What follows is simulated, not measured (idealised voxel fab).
You're looking at the process module voxel air gaps.
The width of the displayed cross-section, cut, is 215 nm; its cells are square, with a size of 5 nm.
For the purposes of this document, a cross-section shall be understood as a grid of square cells, specified as bands listed in top-to-bottom order, each band consisting of one or more rows of cells. Band: top and bottom heights (nm) first, top before bottom; then materials from left to right, widths in nm. "throughout" marks a sole material filling the band edge to edge. "empty" denotes empty space. Heights from 0 (as-received wafer is one material below). Bottom band endless downward, as "0 and below". Width "30->40": first value at the band's top row of cells, second value at its bottom row, equal change from row to row. "nothing different" means the step left every cell of the cross-section as it was. For the entry "Internal closed voids", the listed items are empty spaces with no open way to the top whose size is 8 cells or more; each item follows the pattern width x height at distance, where distance is from the left edge and all three are in nm. Step line, after settings: the simulator's comment on this step. If you see "overlay nm" on a step's line and that step has a mask, it's telling you how far right of where it was planned the mask ended up; a negative number means it went left instead.

PROCESS STEPS - PLAN
- 1: op RECEIVE | material Si
- 2: op CONFORMAL_DEP | material SiO2 | thk nm 15
- 3: op CONFORMAL_DEP | material SiCN | thk nm 5
- 4: op DIRECTIONAL_DEP | material SiO2 | thk nm 30
- 5: op PATTERN | tone open | mask id LINES | material resist | width nm 15 | pitch nm 45 | thk nm 20 | overlay nm 0
- 6: op DIRECTIONAL_ETCH | etch materials SiO2 | depth nm 30
- 7: op STRIP | etch materials resist
- 8: op CONFORMAL_DEP | material TiN | thk nm 5
- 9: op FILL_DEP | material W | thk nm 5
- 10: op CMP | height nm 50
- 11: op EPI | material Ru | thk nm 10
- 12: op SELECTIVE_ETCH | etch materials SiO2 | depth nm 40
- 13: op CONFORMAL_DEP | material SiCN | thk nm 5

INCOMING WAFER IN CROSS-SECTION (STATE: AFTER STEP 1)
> 0 and below = Si throughout
> Internal closed voids: none

MODULE COMPLETE, CROSS-SECTION. STARTING POINT AND PLAN PER ABOVE. ONE MISTAKE MADE IN RUNNING THE MODULE
> 65 down to 60 = empty=10 | SiCN=180 | empty=25
> 60 down to 50 = empty=10 | SiCN=5 | Ru=35 | SiCN=10 | Ru=35 | SiCN=10 | Ru=35 | SiCN=10 | Ru=35 | SiCN=5 | empty=25
> 50 down to 45 = empty=10 | SiCN=15 | TiN=5 | W=5 | TiN=5 | SiCN=30 | TiN=5 | W=5 | TiN=5 | SiCN=30 | TiN=5 | W=5 | TiN=5 | SiCN=30 | TiN=5 | W=5 | TiN=5 | SiCN=15 | empty=25
> 45 down to 25 = empty=20 | SiCN=5 | TiN=5 | W=5 | TiN=5 | SiCN=5 | empty=20 | SiCN=5 | TiN=5 | W=5 | TiN=5 | SiCN=5 | empty=20 | SiCN=5 | TiN=5 | W=5 | TiN=5 | SiCN=5 | empty=20 | SiCN=5 | TiN=5 | W=5 | TiN=5 | SiCN=5 | empty=35
> 25 down to 20 = SiCN=25 | TiN=15 | SiCN=30 | TiN=15 | SiCN=30 | TiN=15 | SiCN=30 | TiN=15 | SiCN=40
> 20 down to 15 = SiCN throughout
> 15 down to 0 = SiO2 throughout
> 0 and below = Si throughout
> Internal closed voids: 20 x 20 at 45; 20 x 20 at 90; 20 x 20 at 135
Want to know what went wrong? step 5 deviated from plan and actually ran as op PATTERN | tone open | mask id LINES | material resist | width nm 15 | pitch nm 45 | thk nm 20 | overlay nm -5
